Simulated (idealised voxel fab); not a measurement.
process module | voxel transistor to metal
cross-section cut | 210 nm wide | cells 5 nm
A cross-section is a grid of square cells, given in bands from the top down. A band is one or more rows of cells.
Each band's line starts with the height of the band's top and of its bottom, in nm. Then come its materials from left to right, each with its width in nm. One material with "throughout" fills the band from edge to edge. "air" is empty space.
Height 0 is the level under which the wafer as received is all one material. The lowest band goes on downwards, as in "0 down".
A width such as "30 to 40" changes by the same amount from each row of cells to the next, from the band's top row to its bottom row.
"no change" after a step means that no cell of the cross-section changed.
closed voids: empty space of 8 cells or more with no open way to the top, each as width x height at its distance from the left edge, in nm
after a step's settings: what the simulator itself notes on the step
overlay nm, on a step with a mask: how far to the right of its planned place the mask lay; to the left if negative
Each pair below shows a cross-section before one step and the cross-section after it, down to the lowest band that changed. The line under each pair gives the step between them, with its settings. The pairs can come from different runs of this module on the same starting wafer, so a pair continues from the pair above only where its "before" says so.
before
  85 to 80: TiN 60 | air 5 | TiN 80 | air 5 | TiN 60
  80 to 55: SiO2 55 | TiN 5 | air 5 | TiN 5 | SiO2 70 | TiN 5 | air 5 | TiN 5 | SiO2 55
  55 to 50: SiCN 55 | TiN 15 | SiCN 70 | TiN 15 | SiCN 55
  50 to 30: SiO2 55 | TiN 5 | Cu 5 | TiN 5 | SiO2 70 | TiN 5 | Cu 5 | TiN 5 | SiO2 55
  30 to 25: SiN 55 | TiN 15 | SiN 70 | TiN 15 | SiN 55
  25 to 10: SiO2 55 | TiN 5 | W 5 | TiN 5 | SiO2 70 | TiN 5 | W 5 | TiN 5 | SiO2 55
  10 to 5: SiO2 55 | TiN 5 | W 5 | TiN 5 | SiO2 5 | SiN 10 | HfO2 5 | TiN 5 | W 20 | TiN 5 | HfO2 5 | SiN 10 | SiO2 5 | TiN 5 | W 5 | TiN 5 | SiO2 55
  5 to 0: SiO2 55 | TiN 15 | SiO2 5 | SiN 10 | HfO2 5 | TiN 5 | W 20 | TiN 5 | HfO2 5 | SiN 10 | SiO2 5 | TiN 15 | SiO2 55
  0 to -5: SiO2 45 | SiN 10 | pSi 20 | SiN 10 | HfO2 5 | TiN 30 | HfO2 5 | SiN 10 | pSi 20 | SiN 10 | SiO2 45
  -5 to -10: SiO2 55 | pSi 20 | SiO2 10 | HfO2 40 | SiO2 10 | pSi 20 | SiO2 55
  -10 to -15: SiO2 50 | Si 5 | pSi 20 | Si 60 | pSi 20 | Si 5 | SiO2 50
  -15 to -70: SiO2 50 | Si 110 | SiO2 50
  -70 down: Si throughout
  closed voids: none
after
  90 to 85: Cu throughout
  85 to 80: TiN 60 | Cu 5 | TiN 80 | Cu 5 | TiN 60
  80 to 55: SiO2 55 | TiN 5 | Cu 5 | TiN 5 | SiO2 70 | TiN 5 | Cu 5 | TiN 5 | SiO2 55
  below 55: unchanged
  closed voids: none
the step between: op FILL_DEP | material Cu | thk nm 5
before: the cross-section after the pair above
after
  80 to 55: SiO2 55 | TiN 5 | Cu 5 | TiN 5 | SiO2 70 | TiN 5 | Cu 5 | TiN 5 | SiO2 55
  below 55: unchanged
  closed voids: none
the step between: op CMP | height nm 80
before: the cross-section after the pair above
after
  85 to 80: SiN throughout
  below 80: unchanged
  closed voids: none
the step between: op CONFORMAL_DEP | material SiN | thk nm 5
before
  55 to 50: SiCN throughout
  50 to 30: SiO2 55 | TiN 5 | Cu 5 | TiN 5 | SiO2 70 | TiN 5 | Cu 5 | TiN 5 | SiO2 55
  30 to 25: SiN 55 | TiN 15 | SiN 70 | TiN 15 | SiN 55
  25 to 10: SiO2 55 | TiN 5 | W 5 | TiN 5 | SiO2 70 | TiN 5 | W 5 | TiN 5 | SiO2 55
  10 to 5: SiO2 55 | TiN 5 | W 5 | TiN 5 | SiO2 5 | SiN 10 | HfO2 5 | TiN 5 | W 20 | TiN 5 | HfO2 5 | SiN 10 | SiO2 5 | TiN 5 | W 5 | TiN 5 | SiO2 55
  5 to 0: SiO2 55 | TiN 15 | SiO2 5 | SiN 10 | HfO2 5 | TiN 5 | W 20 | TiN 5 | HfO2 5 | SiN 10 | SiO2 5 | TiN 15 | SiO2 55
  0 to -5: SiO2 45 | SiN 10 | pSi 20 | SiN 10 | HfO2 5 | TiN 30 | HfO2 5 | SiN 10 | pSi 20 | SiN 10 | SiO2 45
  -5 to -10: SiO2 55 | pSi 20 | SiO2 10 | HfO2 40 | SiO2 10 | pSi 20 | SiO2 55
  -10 to -15: SiO2 50 | Si 5 | pSi 20 | Si 60 | pSi 20 | Si 5 | SiO2 50
  -15 to -40: SiO2 50 | Si 110 | SiO2 50
  -40 down: Si throughout
  closed voids: none
after
  65 to 55: aC throughout
  below 55: unchanged
  closed voids: none
the step between: op DIRECTIONAL_DEP | material aC | thk nm 10
before: the cross-section after the pair above
after
  90 to 65: SiO2 throughout
  below 65: unchanged
  closed voids: none
the step between: op DIRECTIONAL_DEP | material SiO2 | thk nm 25
before: the cross-section after the pair above
after
  120 to 90: resist 55 | air 15 | resist 70 | air 15 | resist 55
  below 90: unchanged
  closed voids: none
the step between: op PATTERN | tone open | mask id METAL_2 | material resist | width nm 15 | pitch nm 85 | thk nm 30 | overlay nm 0
before: the cross-section after the pair above
after
  110 to 90: resist 55 | air 15 | resist 70 | air 15 | resist 55
  below 90: unchanged
  closed voids: none
the step between: op DIRECTIONAL_ETCH | etch materials aC | depth nm 10
before: the cross-section after the pair above
after
  90 to 65: SiO2 throughout
  below 65: unchanged
  closed voids: none
the step between: op STRIP | etch materials resist
before: the cross-section after the pair above
after
  75 to 65: SiO2 throughout
  below 65: unchanged
  closed voids: none
the step between: op DIRECTIONAL_ETCH | etch materials SiO2 | depth nm 15
before: the cross-section after the pair above
after
  90 to 75: resist 55 | air 15 | resist 70 | air 15 | resist 55
  below 75: unchanged
  closed voids: none
the step between: op PATTERN | tone open | mask id METAL_2_HOLES | material resist | width nm 15 | pitch nm 85 | thk nm 15 | overlay nm 0
before: the cross-section after the pair above
after
  90 to 75: resist 55 | air 15 | resist 70 | air 15 | resist 55
  75 to 65: SiO2 55 | air 15 | SiO2 70 | air 15 | SiO2 55
  below 65: unchanged
  closed voids: none
the step between: op DIRECTIONAL_ETCH | etch materials SiO2 | depth nm 10
before: the cross-section after the pair above
after
  75 to 65: SiO2 55 | air 15 | SiO2 70 | air 15 | SiO2 55
  below 65: unchanged
  closed voids: none
the step between: op STRIP | etch materials resist
before: the cross-section after the pair above
after
  80 to 75: TiN 60 | air 5 | TiN 80 | air 5 | TiN 60
  75 to 70: SiO2 55 | TiN 5 | air 5 | TiN 5 | SiO2 70 | TiN 5 | air 5 | TiN 5 | SiO2 55
  70 to 65: SiO2 55 | TiN 15 | SiO2 70 | TiN 15 | SiO2 55
  below 65: unchanged
  closed voids: none
the step between: op CONFORMAL_DEP | material TiN | thk nm 5
before: the cross-section after the pair above
after
  85 to 80: Cu throughout
  80 to 75: TiN 60 | Cu 5 | TiN 80 | Cu 5 | TiN 60
  75 to 70: SiO2 55 | TiN 5 | Cu 5 | TiN 5 | SiO2 70 | TiN 5 | Cu 5 | TiN 5 | SiO2 55
  below 70: unchanged
  closed voids: none
the step between: op FILL_DEP | material Cu | thk nm 5
before: the cross-section after the pair above
after
  80 to 75: TiN 60 | Cu 5 | TiN 80 | Cu 5 | TiN 60
  below 75: unchanged
  closed voids: none
the step between: op CMP | height nm 80
before: the cross-section after the pair above
after
  85 to 80: SiN throughout
  below 80: unchanged
  closed voids: none
the step between: op CONFORMAL_DEP | material SiN | thk nm 5
before
  65 to 55: Cu throughout
  55 to 50: TiN 60 | Cu 5 | TiN 80 | Cu 5 | TiN 60
  50 to 30: SiO2 55 | TiN 5 | Cu 5 | TiN 5 | SiO2 70 | TiN 5 | Cu 5 | TiN 5 | SiO2 55
  30 to 25: SiN 55 | TiN 15 | SiN 70 | TiN 15 | SiN 55
  25 to 10: SiO2 55 | TiN 5 | W 5 | TiN 5 | SiO2 70 | TiN 5 | W 5 | TiN 5 | SiO2 55
  10 to 5: SiO2 55 | TiN 5 | W 5 | TiN 5 | SiO2 5 | SiN 10 | HfO2 5 | TiN 5 | W 20 | TiN 5 | HfO2 5 | SiN 10 | SiO2 5 | TiN 5 | W 5 | TiN 5 | SiO2 55
  5 to 0: SiO2 55 | TiN 15 | SiO2 5 | SiN 10 | HfO2 5 | TiN 5 | W 20 | TiN 5 | HfO2 5 | SiN 10 | SiO2 5 | TiN 15 | SiO2 55
  0 to -5: SiO2 45 | SiN 10 | pSi 20 | SiN 10 | HfO2 5 | TiN 30 | HfO2 5 | SiN 10 | pSi 20 | SiN 10 | SiO2 45
  -5 to -10: SiO2 55 | pSi 20 | SiO2 10 | HfO2 40 | SiO2 10 | pSi 20 | SiO2 55
  -10 to -15: SiO2 50 | Si 5 | pSi 20 | Si 60 | pSi 20 | Si 5 | SiO2 50
  -15 to -40: SiO2 50 | Si 110 | SiO2 50
  -40 down: Si throughout
  closed voids: none
after
  55 to 50: TiN 60 | Cu 5 | TiN 80 | Cu 5 | TiN 60
  below 50: unchanged
  closed voids: none
the step between: op CMP | height nm 55
before: the cross-section after the pair above
after
  60 to 55: SiCN throughout
  below 55: unchanged
  closed voids: none
the step between: op CONFORMAL_DEP | material SiCN | thk nm 5
before: the cross-section after the pair above
after
  85 to 60: SiO2 throughout
  below 60: unchanged
  closed voids: none
the step between: op DIRECTIONAL_DEP | material SiO2 | thk nm 25
before: the cross-section after the pair above
after
  95 to 85: aC throughout
  below 85: unchanged
  closed voids: none
the step between: op DIRECTIONAL_DEP | material aC | thk nm 10
before: the cross-section after the pair above
after
  125 to 95: resist 55 | air 15 | resist 70 | air 15 | resist 55
  below 95: unchanged
  closed voids: none
the step between: op PATTERN | tone open | mask id METAL_2 | material resist | width nm 15 | pitch nm 85 | thk nm 30 | overlay nm 0
before: the cross-section after the pair above
after
  115 to 95: resist 55 | air 15 | resist 70 | air 15 | resist 55
  95 to 85: aC 55 | air 15 | aC 70 | air 15 | aC 55
  below 85: unchanged
  closed voids: none
the step between: op DIRECTIONAL_ETCH | etch materials aC | depth nm 10
before: the cross-section after the pair above
after
  95 to 85: aC 55 | air 15 | aC 70 | air 15 | aC 55
  below 85: unchanged
  closed voids: none
the step between: op STRIP | etch materials resist
before: the cross-section after the pair above
after
  95 to 85: aC 55 | air 15 | aC 70 | air 15 | aC 55
  85 to 70: SiO2 55 | air 15 | SiO2 70 | air 15 | SiO2 55
  below 70: unchanged
  closed voids: none
the step between: op DIRECTIONAL_ETCH | etch materials SiO2 | depth nm 15
before: the cross-section after the pair above
after
  85 to 70: SiO2 55 | air 15 | SiO2 70 | air 15 | SiO2 55
  below 70: unchanged
  closed voids: none
the step between: op STRIP | etch materials aC
before: the cross-section after the pair above
after
  100 to 85: resist 55 | air 15 | resist 70 | air 15 | resist 55
  below 85: unchanged
  closed voids: none
the step between: op PATTERN | tone open | mask id METAL_2_HOLES | material resist | width nm 15 | pitch nm 85 | thk nm 15 | overlay nm 0
before: the cross-section after the pair above
after
  100 to 85: resist 55 | air 15 | resist 70 | air 15 | resist 55
  85 to 60: SiO2 55 | air 15 | SiO2 70 | air 15 | SiO2 55
  below 60: unchanged
  closed voids: none
the step between: op DIRECTIONAL_ETCH | etch materials SiO2 | depth nm 10
before: the cross-section after the pair above
after
  100 to 85: resist 55 | air 15 | resist 70 | air 15 | resist 55
  85 to 60: SiO2 55 | air 15 | SiO2 70 | air 15 | SiO2 55
  60 to 55: SiCN 55 | air 15 | SiCN 70 | air 15 | SiCN 55
  below 55: unchanged
  closed voids: none
the step between: op DIRECTIONAL_ETCH | etch materials SiCN | depth nm 5
before: the cross-section after the pair above
after
  85 to 60: SiO2 55 | air 15 | SiO2 70 | air 15 | SiO2 55
  below 60: unchanged
  closed voids: none
the step between: op STRIP | etch materials resist
before: the cross-section after the pair above
after
  90 to 85: TiN 60 | air 5 | TiN 80 | air 5 | TiN 60
  85 to 60: SiO2 55 | TiN 5 | air 5 | TiN 5 | SiO2 70 | TiN 5 | air 5 | TiN 5 | SiO2 55
  60 to 55: SiCN 55 | TiN 15 | SiCN 70 | TiN 15 | SiCN 55
  below 55: unchanged
  closed voids: none
the step between: op CONFORMAL_DEP | material TiN | thk nm 5
before: the cross-section after the pair above
after
  95 to 90: Cu throughout
  90 to 85: TiN 60 | Cu 5 | TiN 80 | Cu 5 | TiN 60
  85 to 60: SiO2 55 | TiN 5 | Cu 5 | TiN 5 | SiO2 70 | TiN 5 | Cu 5 | TiN 5 | SiO2 55
  below 60: unchanged
  closed voids: none
the step between: op FILL_DEP | material Cu | thk nm 5
before: the cross-section after the pair above
after
  80 to 60: SiO2 55 | TiN 5 | Cu 5 | TiN 5 | SiO2 70 | TiN 5 | Cu 5 | TiN 5 | SiO2 55
  below 60: unchanged
  closed voids: none
the step between: op CMP | height nm 80
before: the cross-section after the pair above
after
  85 to 80: SiN throughout
  below 80: unchanged
  closed voids: none
the step between: op CONFORMAL_DEP | material SiN | thk nm 5
before
  50 to 30: SiO2 throughout
  30 to 25: SiN throughout
  25 to 10: SiO2 55 | TiN 5 | W 5 | TiN 5 | SiO2 70 | TiN 5 | W 5 | TiN 5 | SiO2 55
  10 to 5: SiO2 55 | TiN 5 | W 5 | TiN 5 | SiO2 5 | SiN 10 | HfO2 5 | TiN 5 | W 20 | TiN 5 | HfO2 5 | SiN 10 | SiO2 5 | TiN 5 | W 5 | TiN 5 | SiO2 55
  5 to 0: SiO2 55 | TiN 15 | SiO2 5 | SiN 10 | HfO2 5 | TiN 5 | W 20 | TiN 5 | HfO2 5 | SiN 10 | SiO2 5 | TiN 15 | SiO2 55
  0 to -5: SiO2 45 | SiN 10 | pSi 20 | SiN 10 | HfO2 5 | TiN 30 | HfO2 5 | SiN 10 | pSi 20 | SiN 10 | SiO2 45
  -5 to -10: SiO2 55 | pSi 20 | SiO2 10 | HfO2 40 | SiO2 10 | pSi 20 | SiO2 55
  -10 to -15: SiO2 50 | Si 5 | pSi 20 | Si 60 | pSi 20 | Si 5 | SiO2 50
  -15 to -40: SiO2 50 | Si 110 | SiO2 50
  -40 down: Si throughout
  closed voids: none
after
  50 to 30: SiO2 55 | air 20 | SiO2 65 | air 20 | SiO2 50
  below 30: unchanged
  closed voids: none
the step between: op MASKED_ETCH | tone open | mask id METAL_1 | width nm 20 | pitch nm 85 | etch materials SiO2 | depth nm 20 | overlay nm 0
before: the cross-section after the pair above
after
  50 to 30: SiO2 55 | air 20 | SiO2 65 | air 20 | SiO2 50
  30 to 25: SiN 55 | air 15 | SiN 70 | air 15 | SiN 55
  below 25: unchanged
  closed voids: none
the step between: op MASKED_ETCH | tone open | mask id METAL_1 | width nm 15 | pitch nm 85 | etch materials SiN | depth nm 5 | overlay nm 0
before: the cross-section after the pair above
after
  55 to 50: TiN 60 | air 10 | TiN 75 | air 10 | TiN 55
  50 to 35: SiO2 55 | TiN 5 | air 10 | TiN 5 | SiO2 65 | TiN 5 | air 10 | TiN 5 | SiO2 50
  35 to 30: SiO2 55 | TiN 5 | air 5 | TiN 10 | SiO2 65 | TiN 5 | air 5 | TiN 10 | SiO2 50
  30 to 25: SiN 55 | TiN 15 | SiN 70 | TiN 15 | SiN 55
  below 25: unchanged
  closed voids: none
the step between: op CONFORMAL_DEP | material TiN | thk nm 5
before: the cross-section after the pair above
after
  65 to 55: Cu throughout
  55 to 50: TiN 60 | Cu 10 | TiN 75 | Cu 10 | TiN 55
  50 to 35: SiO2 55 | TiN 5 | Cu 10 | TiN 5 | SiO2 65 | TiN 5 | Cu 10 | TiN 5 | SiO2 50
  35 to 30: SiO2 55 | TiN 5 | Cu 5 | TiN 10 | SiO2 65 | TiN 5 | Cu 5 | TiN 10 | SiO2 50
  below 30: unchanged
  closed voids: none
the step between: op FILL_DEP | material Cu | thk nm 10
before: the cross-section after the pair above
after
  50 to 35: SiO2 55 | TiN 5 | Cu 10 | TiN 5 | SiO2 65 | TiN 5 | Cu 10 | TiN 5 | SiO2 50
  below 35: unchanged
  closed voids: none
the step between: op CMP | height nm 50
before: the cross-section after the pair above
after
  55 to 50: SiCN throughout
  below 50: unchanged
  closed voids: none
the step between: op CONFORMAL_DEP | material SiCN | thk nm 5
before: the cross-section after the pair above
after
  80 to 55: SiO2 throughout
  below 55: unchanged
  closed voids: none
the step between: op DIRECTIONAL_DEP | material SiO2 | thk nm 25
before: the cross-section after the pair above
after
  90 to 80: aC throughout
  below 80: unchanged
  closed voids: none
the step between: op DIRECTIONAL_DEP | material aC | thk nm 10
before: the cross-section after the pair above
after
  120 to 90: resist 55 | air 15 | resist 70 | air 15 | resist 55
  below 90: unchanged
  closed voids: none
the step between: op PATTERN | tone open | mask id METAL_2 | material resist | width nm 15 | pitch nm 85 | thk nm 30 | overlay nm 0
before: the cross-section after the pair above
after
  110 to 90: resist 55 | air 15 | resist 70 | air 15 | resist 55
  90 to 80: aC 55 | air 15 | aC 70 | air 15 | aC 55
  below 80: unchanged
  closed voids: none
the step between: op DIRECTIONAL_ETCH | etch materials aC | depth nm 10
before: the cross-section after the pair above
after
  90 to 80: aC 55 | air 15 | aC 70 | air 15 | aC 55
  below 80: unchanged
  closed voids: none
the step between: op STRIP | etch materials resist
before: the cross-section after the pair above
after
  90 to 80: aC 55 | air 15 | aC 70 | air 15 | aC 55
  80 to 65: SiO2 55 | air 15 | SiO2 70 | air 15 | SiO2 55
  below 65: unchanged
  closed voids: none
the step between: op DIRECTIONAL_ETCH | etch materials SiO2 | depth nm 15
before: the cross-section after the pair above
after
  80 to 65: SiO2 55 | air 15 | SiO2 70 | air 15 | SiO2 55
  below 65: unchanged
  closed voids: none
the step between: op STRIP | etch materials aC
before: the cross-section after the pair above
after
  95 to 80: resist 55 | air 15 | resist 70 | air 15 | resist 55
  below 80: unchanged
  closed voids: none
the step between: op PATTERN | tone open | mask id METAL_2_HOLES | material resist | width nm 15 | pitch nm 85 | thk nm 15 | overlay nm 0
before: the cross-section after the pair above
after
  95 to 80: resist 55 | air 15 | resist 70 | air 15 | resist 55
  80 to 55: SiO2 55 | air 15 | SiO2 70 | air 15 | SiO2 55
  below 55: unchanged
  closed voids: none
the step between: op DIRECTIONAL_ETCH | etch materials SiO2 | depth nm 10
before: the cross-section after the pair above
after
  95 to 80: resist 55 | air 15 | resist 70 | air 15 | resist 55
  80 to 55: SiO2 55 | air 15 | SiO2 70 | air 15 | SiO2 55
  55 to 50: SiCN 55 | air 15 | SiCN 70 | air 15 | SiCN 55
  below 50: unchanged
  closed voids: none
the step between: op DIRECTIONAL_ETCH | etch materials SiCN | depth nm 5
before: the cross-section after the pair above
after
  80 to 55: SiO2 55 | air 15 | SiO2 70 | air 15 | SiO2 55
  below 55: unchanged
  closed voids: none
the step between: op STRIP | etch materials resist
before: the cross-section after the pair above
after
  85 to 80: TiN 60 | air 5 | TiN 80 | air 5 | TiN 60
  80 to 55: SiO2 55 | TiN 5 | air 5 | TiN 5 | SiO2 70 | TiN 5 | air 5 | TiN 5 | SiO2 55
  55 to 50: SiCN 55 | TiN 15 | SiCN 70 | TiN 15 | SiCN 55
  below 50: unchanged
  closed voids: none
the step between: op CONFORMAL_DEP | material TiN | thk nm 5
before: the cross-section after the pair above
after
  90 to 85: Cu throughout
  85 to 80: TiN 60 | Cu 5 | TiN 80 | Cu 5 | TiN 60
  80 to 55: SiO2 55 | TiN 5 | Cu 5 | TiN 5 | SiO2 70 | TiN 5 | Cu 5 | TiN 5 | SiO2 55
  below 55: unchanged
  closed voids: none
the step between: op FILL_DEP | material Cu | thk nm 5
before: the cross-section after the pair above
after
  80 to 55: SiO2 55 | TiN 5 | Cu 5 | TiN 5 | SiO2 70 | TiN 5 | Cu 5 | TiN 5 | SiO2 55
  below 55: unchanged
  closed voids: none
the step between: op CMP | height nm 80
before: the cross-section after the pair above
after
  85 to 80: SiN throughout
  below 80: unchanged
  closed voids: none
the step between: op CONFORMAL_DEP | material SiN | thk nm 5
before
  50 to 30: SiO2 55 | air 15 | SiO2 70 | air 15 | SiO2 55
  30 to 25: SiN throughout
  25 to 10: SiO2 55 | TiN 5 | W 5 | TiN 5 | SiO2 70 | TiN 5 | W 5 | TiN 5 | SiO2 55
  10 to 5: SiO2 55 | TiN 5 | W 5 | TiN 5 | SiO2 5 | SiN 10 | HfO2 5 | TiN 5 | W 20 | TiN 5 | HfO2 5 | SiN 10 | SiO2 5 | TiN 5 | W 5 | TiN 5 | SiO2 55
  5 to 0: SiO2 55 | TiN 15 | SiO2 5 | SiN 10 | HfO2 5 | TiN 5 | W 20 | TiN 5 | HfO2 5 | SiN 10 | SiO2 5 | TiN 15 | SiO2 55
  0 to -5: SiO2 45 | SiN 10 | pSi 20 | SiN 10 | HfO2 5 | TiN 30 | HfO2 5 | SiN 10 | pSi 20 | SiN 10 | SiO2 45
  -5 to -10: SiO2 55 | pSi 20 | SiO2 10 | HfO2 40 | SiO2 10 | pSi 20 | SiO2 55
  -10 to -15: SiO2 50 | Si 5 | pSi 20 | Si 60 | pSi 20 | Si 5 | SiO2 50
  -15 to -40: SiO2 50 | Si 110 | SiO2 50
  -40 down: Si throughout
  closed voids: none
after
  50 to 30: SiO2 55 | air 15 | SiO2 70 | air 15 | SiO2 55
  30 to 25: SiN 65 | air 5 | SiN 80 | air 5 | SiN 55
  below 25: unchanged
  closed voids: none
the step between: op MASKED_ETCH | tone open | mask id METAL_1 | width nm 15 | pitch nm 85 | etch materials SiN | depth nm 5 | overlay nm 10
before: the cross-section after the pair above
after
  55 to 50: TiN 60 | air 5 | TiN 80 | air 5 | TiN 60
  50 to 35: SiO2 55 | TiN 5 | air 5 | TiN 5 | SiO2 70 | TiN 5 | air 5 | TiN 5 | SiO2 55
  35 to 30: SiO2 55 | TiN 15 | SiO2 70 | TiN 15 | SiO2 55
  30 to 25: SiN 65 | TiN 5 | SiN 80 | TiN 5 | SiN 55
  below 25: unchanged
  closed voids: none
the step between: op CONFORMAL_DEP | material TiN | thk nm 5
before: the cross-section after the pair above
after
  65 to 55: Cu throughout
  55 to 50: TiN 60 | Cu 5 | TiN 80 | Cu 5 | TiN 60
  50 to 35: SiO2 55 | TiN 5 | Cu 5 | TiN 5 | SiO2 70 | TiN 5 | Cu 5 | TiN 5 | SiO2 55
  below 35: unchanged
  closed voids: none
the step between: op FILL_DEP | material Cu | thk nm 10
before: the cross-section after the pair above
after
  50 to 35: SiO2 55 | TiN 5 | Cu 5 | TiN 5 | SiO2 70 | TiN 5 | Cu 5 | TiN 5 | SiO2 55
  below 35: unchanged
  closed voids: none
the step between: op CMP | height nm 50
before: the cross-section after the pair above
after
  55 to 50: SiCN throughout
  below 50: unchanged
  closed voids: none
the step between: op CONFORMAL_DEP | material SiCN | thk nm 5
before: the cross-section after the pair above
after
  80 to 55: SiO2 throughout
  below 55: unchanged
  closed voids: none
the step between: op DIRECTIONAL_DEP | material SiO2 | thk nm 25
before: the cross-section after the pair above
after
  90 to 80: aC throughout
  below 80: unchanged
  closed voids: none
the step between: op DIRECTIONAL_DEP | material aC | thk nm 10
before: the cross-section after the pair above
after
  120 to 90: resist 55 | air 15 | resist 70 | air 15 | resist 55
  below 90: unchanged
  closed voids: none
the step between: op PATTERN | tone open | mask id METAL_2 | material resist | width nm 15 | pitch nm 85 | thk nm 30 | overlay nm 0
before: the cross-section after the pair above
after
  110 to 90: resist 55 | air 15 | resist 70 | air 15 | resist 55
  90 to 80: aC 55 | air 15 | aC 70 | air 15 | aC 55
  below 80: unchanged
  closed voids: none
the step between: op DIRECTIONAL_ETCH | etch materials aC | depth nm 10
before: the cross-section after the pair above
after
  90 to 80: aC 55 | air 15 | aC 70 | air 15 | aC 55
  below 80: unchanged
  closed voids: none
the step between: op STRIP | etch materials resist
before: the cross-section after the pair above
after
  90 to 80: aC 55 | air 15 | aC 70 | air 15 | aC 55
  80 to 65: SiO2 55 | air 15 | SiO2 70 | air 15 | SiO2 55
  below 65: unchanged
  closed voids: none
the step between: op DIRECTIONAL_ETCH | etch materials SiO2 | depth nm 15
before: the cross-section after the pair above
after
  80 to 65: SiO2 55 | air 15 | SiO2 70 | air 15 | SiO2 55
  below 65: unchanged
  closed voids: none
the step between: op STRIP | etch materials aC
before: the cross-section after the pair above
after
  95 to 80: resist 55 | air 15 | resist 70 | air 15 | resist 55
  below 80: unchanged
  closed voids: none
the step between: op PATTERN | tone open | mask id METAL_2_HOLES | material resist | width nm 15 | pitch nm 85 | thk nm 15 | overlay nm 0
before: the cross-section after the pair above
after
  95 to 80: resist 55 | air 15 | resist 70 | air 15 | resist 55
  80 to 55: SiO2 55 | air 15 | SiO2 70 | air 15 | SiO2 55
  below 55: unchanged
  closed voids: none
the step between: op DIRECTIONAL_ETCH | etch materials SiO2 | depth nm 10
before: the cross-section after the pair above
after
  95 to 80: resist 55 | air 15 | resist 70 | air 15 | resist 55
  80 to 55: SiO2 55 | air 15 | SiO2 70 | air 15 | SiO2 55
  55 to 50: SiCN 55 | air 15 | SiCN 70 | air 15 | SiCN 55
  below 50: unchanged
  closed voids: none
the step between: op DIRECTIONAL_ETCH | etch materials SiCN | depth nm 5
before: the cross-section after the pair above
after
  80 to 55: SiO2 55 | air 15 | SiO2 70 | air 15 | SiO2 55
  below 55: unchanged
  closed voids: none
the step between: op STRIP | etch materials resist
before: the cross-section after the pair above
after
  85 to 80: TiN 60 | air 5 | TiN 80 | air 5 | TiN 60
  80 to 55: SiO2 55 | TiN 5 | air 5 | TiN 5 | SiO2 70 | TiN 5 | air 5 | TiN 5 | SiO2 55
  55 to 50: SiCN 55 | TiN 15 | SiCN 70 | TiN 15 | SiCN 55
  below 50: unchanged
  closed voids: none
the step between: op CONFORMAL_DEP | material TiN | thk nm 5
before: the cross-section after the pair above
after
  90 to 85: Cu throughout
  85 to 80: TiN 60 | Cu 5 | TiN 80 | Cu 5 | TiN 60
  80 to 55: SiO2 55 | TiN 5 | Cu 5 | TiN 5 | SiO2 70 | TiN 5 | Cu 5 | TiN 5 | SiO2 55
  below 55: unchanged
  closed voids: none
the step between: op FILL_DEP | material Cu | thk nm 5
before: the cross-section after the pair above
after
  80 to 55: SiO2 55 | TiN 5 | Cu 5 | TiN 5 | SiO2 70 | TiN 5 | Cu 5 | TiN 5 | SiO2 55
  below 55: unchanged
  closed voids: none
the step between: op CMP | height nm 80
before: the cross-section after the pair above
after
  85 to 80: SiN throughout
  below 80: unchanged
  closed voids: none
the step between: op CONFORMAL_DEP | material SiN | thk nm 5
before
  50 to 30: SiO2 55 | air 15 | SiO2 70 | air 15 | SiO2 55
  30 to 25: SiN 55 | air 15 | SiN 70 | air 15 | SiN 55
  25 to 10: SiO2 55 | TiN 5 | W 5 | TiN 5 | SiO2 70 | TiN 5 | W 5 | TiN 5 | SiO2 55
  10 to 5: SiO2 55 | TiN 5 | W 5 | TiN 5 | SiO2 5 | SiN 10 | HfO2 5 | TiN 5 | W 20 | TiN 5 | HfO2 5 | SiN 10 | SiO2 5 | TiN 5 | W 5 | TiN 5 | SiO2 55
  5 to 0: SiO2 55 | TiN 15 | SiO2 5 | SiN 10 | HfO2 5 | TiN 5 | W 20 | TiN 5 | HfO2 5 | SiN 10 | SiO2 5 | TiN 15 | SiO2 55
  0 to -5: SiO2 45 | SiN 10 | pSi 20 | SiN 10 | HfO2 5 | TiN 30 | HfO2 5 | SiN 10 | pSi 20 | SiN 10 | SiO2 45
  -5 to -10: SiO2 55 | pSi 20 | SiO2 10 | HfO2 40 | SiO2 10 | pSi 20 | SiO2 55
  -10 to -15: SiO2 50 | Si 5 | pSi 20 | Si 60 | pSi 20 | Si 5 | SiO2 50
  -15 to -40: SiO2 50 | Si 110 | SiO2 50
  -40 down: Si throughout
  closed voids: none
after
  55 to 50: SiN 60 | air 5 | SiN 80 | air 5 | SiN 60
  50 to 30: SiO2 55 | SiN 5 | air 5 | SiN 5 | SiO2 70 | SiN 5 | air 5 | SiN 5 | SiO2 55
  30 to 25: SiN throughout
  below 25: unchanged
  closed voids: none
the step between: op CONFORMAL_DEP | material SiN | thk nm 5
before: the cross-section after the pair above
after
  65 to 55: Cu throughout
  55 to 50: SiN 60 | Cu 5 | SiN 80 | Cu 5 | SiN 60
  50 to 30: SiO2 55 | SiN 5 | Cu 5 | SiN 5 | SiO2 70 | SiN 5 | Cu 5 | SiN 5 | SiO2 55
  below 30: unchanged
  closed voids: none
the step between: op FILL_DEP | material Cu | thk nm 10
before: the cross-section after the pair above
after
  50 to 30: SiO2 55 | SiN 5 | Cu 5 | SiN 5 | SiO2 70 | SiN 5 | Cu 5 | SiN 5 | SiO2 55
  below 30: unchanged
  closed voids: none
the step between: op CMP | height nm 50
before: the cross-section after the pair above
after
  55 to 50: SiCN throughout
  below 50: unchanged
  closed voids: none
the step between: op CONFORMAL_DEP | material SiCN | thk nm 5
before: the cross-section after the pair above
after
  80 to 55: SiO2 throughout
  below 55: unchanged
  closed voids: none
the step between: op DIRECTIONAL_DEP | material SiO2 | thk nm 25
before: the cross-section after the pair above
after
  90 to 80: aC throughout
  below 80: unchanged
  closed voids: none
the step between: op DIRECTIONAL_DEP | material aC | thk nm 10
before: the cross-section after the pair above
after
  120 to 90: resist 55 | air 15 | resist 70 | air 15 | resist 55
  below 90: unchanged
  closed voids: none
the step between: op PATTERN | tone open | mask id METAL_2 | material resist | width nm 15 | pitch nm 85 | thk nm 30 | overlay nm 0
before: the cross-section after the pair above
after
  110 to 90: resist 55 | air 15 | resist 70 | air 15 | resist 55
  90 to 80: aC 55 | air 15 | aC 70 | air 15 | aC 55
  below 80: unchanged
  closed voids: none
the step between: op DIRECTIONAL_ETCH | etch materials aC | depth nm 10
before: the cross-section after the pair above
after
  90 to 80: aC 55 | air 15 | aC 70 | air 15 | aC 55
  below 80: unchanged
  closed voids: none
the step between: op STRIP | etch materials resist
before: the cross-section after the pair above
after
  90 to 80: aC 55 | air 15 | aC 70 | air 15 | aC 55
  80 to 65: SiO2 55 | air 15 | SiO2 70 | air 15 | SiO2 55
  below 65: unchanged
  closed voids: none
the step between: op DIRECTIONAL_ETCH | etch materials SiO2 | depth nm 15
before: the cross-section after the pair above
after
  80 to 65: SiO2 55 | air 15 | SiO2 70 | air 15 | SiO2 55
  below 65: unchanged
  closed voids: none
the step between: op STRIP | etch materials aC
